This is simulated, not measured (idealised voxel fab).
process module | voxel tone inversion
cross-section cut | 255 nm wide | cells 5 nm
A cross-section is a grid of square cells, given in bands from the top down. A band is one or more rows of cells.
Each band's line starts with the height of the band's top and of its bottom, in nm. Then come its materials from left to right, each with its width in nm. One material with "throughout" fills the band from edge to edge. "air" is empty space.
Height 0 is the level under which the wafer as received is all one material. The lowest band goes on downwards, as in "0 down".
A width such as "30 to 40" changes by the same amount from each row of cells to the next, from the band's top row to its bottom row.
"no change" after a step means that no cell of the cross-section changed.
closed voids: empty space of 8 cells or more with no open way to the top, each as width x height at its distance from the left edge, in nm
after a step's settings: what the simulator itself notes on the step
overlay nm, on a step with a mask: how far to the right of its planned place the mask lay; to the left if negative
plan
1 op RECEIVE | material Si
2 op CONFORMAL_DEP | material SiN | thk nm 5
3 op DIRECTIONAL_DEP | material aC | thk nm 20
4 op PATTERN | tone cover | mask id POSTS | material resist | width nm 25 | pitch nm 55 | thk nm 25 | overlay nm -15
5 op DIRECTIONAL_ETCH | etch materials aC | depth nm 20
6 op STRIP | etch materials resist
7 op FILL_DEP | material SiO2 | thk nm 10
8 op CMP | height nm 25
9 op STRIP | etch materials aC
10 op CONFORMAL_DEP | material TiN | thk nm 5
11 op FILL_DEP | material Cu | thk nm 10
12 op CMP | height nm 25
13 op CONFORMAL_DEP | material SiN | thk nm 5
varied across the wafers: overlay nm of step 4. The plan shows the first wafer's value. All wafers start alike
first wafer as received, after step 1
  0 down: Si throughout
  closed voids: none
first wafer at the end, after step 13
  30 to 25: SiN throughout
  25 to 10: SiO2 15 | TiN 5 | Cu 15 | TiN 5 | SiO2 30 | TiN 5 | Cu 15 | TiN 5 | SiO2 30 | TiN 5 | Cu 15 | TiN 5 | SiO2 30 | TiN 5 | Cu 15 | TiN 5 | SiO2 50
  10 to 5: SiO2 15 | TiN 25 | SiO2 30 | TiN 25 | SiO2 30 | TiN 25 | SiO2 30 | TiN 25 | SiO2 50
  5 to 0: SiN throughout
  0 down: Si throughout
  closed voids: none
last wafer at the end
  30 to 25: SiN throughout
  25 to 10: SiO2 45 | TiN 5 | Cu 15 | TiN 5 | SiO2 30 | TiN 5 | Cu 15 | TiN 5 | SiO2 30 | TiN 5 | Cu 15 | TiN 5 | SiO2 30 | TiN 5 | Cu 15 | TiN 5 | SiO2 20
  10 to 5: SiO2 45 | TiN 25 | SiO2 30 | TiN 25 | SiO2 30 | TiN 25 | SiO2 30 | TiN 25 | SiO2 20
  5 to 0: SiN throughout
  0 down: Si throughout
  closed voids: none
each wafer at the end: cells of each material gained (+) or lost (-) since it was received, then its closed voids
overlay nm -15 | +36 Cu | +102 SiN | +124 SiO2 | +44 TiN | closed voids: none
overlay nm -10 | +36 Cu | +102 SiN | +124 SiO2 | +44 TiN | closed voids: none
overlay nm -5 | +36 Cu | +102 SiN | +124 SiO2 | +44 TiN | closed voids: none
overlay nm 0 | +36 Cu | +102 SiN | +124 SiO2 | +44 TiN | closed voids: none
overlay nm 5 | +36 Cu | +102 SiN | +124 SiO2 | +44 TiN | closed voids: none
overlay nm 10 | +36 Cu | +102 SiN | +124 SiO2 | +44 TiN | closed voids: none
overlay nm 15 | +36 Cu | +102 SiN | +124 SiO2 | +44 TiN | closed voids: none
